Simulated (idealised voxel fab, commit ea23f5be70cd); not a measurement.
Herein follows the process module entitled voxel ribs on slabs.
Shown is cross-section cut, with a width of 190 nm and square cells of size 5 nm.
A cross-section is a grid of square cells, given in bands from the top down. A band is one or more rows of cells.
Heights first: top, then bottom, in nm. Then materials, left to right, each with a width in nm. "throughout" on a single material: fills the band edge to edge. "empty": empty space.
Zero point of the height axis is 0; under it, received wafer = one material. Lowest band: continues down indefinitely, "top 0, no bottom".
Quick explanation for "30 to 40": the width changes in equal steps down the rows of cells, from the first number in the band's top row to the second number in its bottom row.
The designation "nothing got changed", where it is given for a processing step, indicates that no cell of the cross-section was altered in the course of that step.
Any empty space of 8 cells or more lacking an open way to the top shows up in "Closed voids list" as width x height at distance, distance from the left edge, in nm.
Post-settings text on a step line: simulator's own remark regarding the step.
A step's line can hold "overlay nm"; with a mask on that step, the setting says how far right of the planned place the mask lay, while a negative setting says it lay to the left.
Steps planned for the process:
1 RECEIVE | material Si
2 DIRECTIONAL_DEP | material SiO2 | thk nm 30
3 DIRECTIONAL_DEP | material polySi | thk nm 20
4 DIRECTIONAL_DEP | material aC | thk nm 10
5 PATTERN | tone cover | mask id RIB | material resist | width nm 30 | thk nm 30 | overlay nm 0
6 DIRECTIONAL_ETCH | etch materials aC | depth nm 10
7 STRIP | etch materials resist
8 DIRECTIONAL_ETCH | etch materials polySi | depth nm 5
9 STRIP | etch materials aC
10 DIRECTIONAL_DEP | material aC | thk nm 10
11 PATTERN | tone cover | mask id SLAB | material resist | width nm 80 | thk nm 25 | overlay nm 0
12 DIRECTIONAL_ETCH | etch materials aC | depth nm 10
13 STRIP | etch materials resist
14 DIRECTIONAL_ETCH | etch materials polySi | depth nm 15
15 STRIP | etch materials aC
16 FILL_DEP | material SiO2 | thk nm 30
17 CMP | height nm 70
18 DIRECTIONAL_DEP | material TiN | thk nm 5
19 PATTERN | tone cover | mask id HEATER | material resist | width nm 40 | thk nm 20 | overlay nm 0
20 DIRECTIONAL_ETCH | etch materials TiN | depth nm 5
21 STRIP | etch materials resist
22 CONFORMAL_DEP | material SiO2 | thk nm 10
First out of two wafers; run went to plan:
The cross-section here shows the wafer as received, i.e. in its state after step 1:
* top 0, no bottom | Si throughout
* Closed voids list: none
Wafer after step 2 (cross-section):
* top 30, bottom 0 | SiO2 throughout
* Under the height 0 nothing was changed.
Wafer after step 3 (cross-section):
* top 50, bottom 30 | polySi throughout
* Under the height 30 nothing was changed.
Wafer after step 4 (cross-section):
* top 60, bottom 50 | aC throughout
* Under the height 50 nothing was changed.
Wafer after step 5 (cross-section):
* top 90, bottom 60 | 80 empty / 30 resist / 80 empty
* Under the height 60 nothing was changed.
Wafer after step 6 (cross-section):
* top 80, bottom 60 | 80 empty / 30 resist / 80 empty
* top 60, bottom 50 | 80 empty / 30 aC / 80 empty
* Under the height 50 nothing was changed.
Wafer after step 7 (cross-section):
* top 60, bottom 50 | 80 empty / 30 aC / 80 empty
* Under the height 50 nothing was changed.
Wafer after step 8 (cross-section):
* top 60, bottom 50 | 80 empty / 30 aC / 80 empty
* top 50, bottom 45 | 80 empty / 30 polySi / 80 empty
* Under the height 45 nothing was changed.
Wafer after step 9 (cross-section):
* top 50, bottom 45 | 80 empty / 30 polySi / 80 empty
* Under the height 45 nothing was changed.
Wafer after step 10 (cross-section):
* top 60, bottom 55 | 80 empty / 30 aC / 80 empty
* top 55, bottom 50 | aC throughout
* top 50, bottom 45 | 80 aC / 30 polySi / 80 aC
* Under the height 45 nothing was changed.
Wafer after step 11 (cross-section):
* top 85, bottom 60 | 55 empty / 80 resist / 55 empty
* top 60, bottom 55 | 55 empty / 25 resist / 30 aC / 25 resist / 55 empty
* Under the height 55 nothing was changed.
Wafer after step 12 (cross-section):
* top 75, bottom 60 | 55 empty / 80 resist / 55 empty
* top 60, bottom 55 | 55 empty / 25 resist / 30 aC / 25 resist / 55 empty
* top 55, bottom 50 | 55 empty / 80 aC / 55 empty
* top 50, bottom 45 | 55 empty / 25 aC / 30 polySi / 25 aC / 55 empty
* Under the height 45 nothing was changed.
Wafer after step 13 (cross-section):
* top 60, bottom 50 | 80 to 55 empty / 30 to 80 aC / 80 to 55 empty
* Under the height 50 nothing was changed.
Wafer after step 14 (cross-section):
* top 60, bottom 50 | 80 to 55 empty / 30 to 80 aC / 80 to 55 empty
* top 50, bottom 45 | 55 empty / 25 aC / 30 polySi / 25 aC / 55 empty
* top 45, bottom 30 | 55 empty / 80 polySi / 55 empty
* Under the height 30 nothing was changed.
Wafer after step 15 (cross-section):
* top 50, bottom 45 | 80 empty / 30 polySi / 80 empty
* Under the height 45 nothing was changed.
Wafer after step 16 (cross-section):
* top 80, bottom 50 | SiO2 throughout
* top 50, bottom 45 | 80 SiO2 / 30 polySi / 80 SiO2
* top 45, bottom 30 | 55 SiO2 / 80 polySi / 55 SiO2
* Under the height 30 nothing was changed.
Wafer after step 17 (cross-section):
* top 70, bottom 50 | SiO2 throughout
* Under the height 50 nothing was changed.
Wafer after step 18 (cross-section):
* top 75, bottom 70 | TiN throughout
* Under the height 70 nothing was changed.
Wafer after step 19 (cross-section):
* top 95, bottom 75 | 75 empty / 40 resist / 75 empty
* Under the height 75 nothing was changed.
Wafer after step 20 (cross-section):
* top 95, bottom 75 | 75 empty / 40 resist / 75 empty
* top 75, bottom 70 | 75 empty / 40 TiN / 75 empty
* Under the height 70 nothing was changed.
Wafer after step 21 (cross-section):
* top 75, bottom 70 | 75 empty / 40 TiN / 75 empty
* Under the height 70 nothing was changed.
Wafer after step 22 (cross-section):
* top 85, bottom 80 | 65 empty / 60 SiO2 / 65 empty
* top 80, bottom 75 | SiO2 throughout
* top 75, bottom 70 | 75 SiO2 / 40 TiN / 75 SiO2
* Under the height 70 nothing was changed.
Okay, second wafer. Nothing different at the start, nothing different in the plan, just one mistake somewhere in the running. As far as step 18, counting that step, it's the first wafer all over again:
Second wafer shown in cross-section at the time step 19 was slated to end:
* top 95, bottom 75 | 75 empty / 45 resist / 70 empty
* Under the height 75 nothing was changed.
Second wafer shown in cross-section at the time step 20 was slated to end:
* top 95, bottom 75 | 75 empty / 45 resist / 70 empty
* top 75, bottom 70 | 75 empty / 45 TiN / 70 empty
* Under the height 70 nothing was changed.
Second wafer shown in cross-section at the time step 21 was slated to end:
* top 75, bottom 70 | 75 empty / 45 TiN / 70 empty
* Under the height 70 nothing was changed.
Second wafer shown in cross-section at the time step 22 was slated to end:
* top 85, bottom 80 | 65 empty / 65 SiO2 / 60 empty
* top 80, bottom 75 | SiO2 throughout
* top 75, bottom 70 | 75 SiO2 / 45 TiN / 70 SiO2
* Under the height 70 nothing was changed.
Which mistake was made when the wafer was run? step 19 ran with different settings than intended, the actual operation and settings being PATTERN | tone cover | mask id HEATER | material resist | width nm 45 | thk nm 20 | overlay nm 0
Final difference in cells, second wafer against first, listed per material as more or fewer: TiN +1
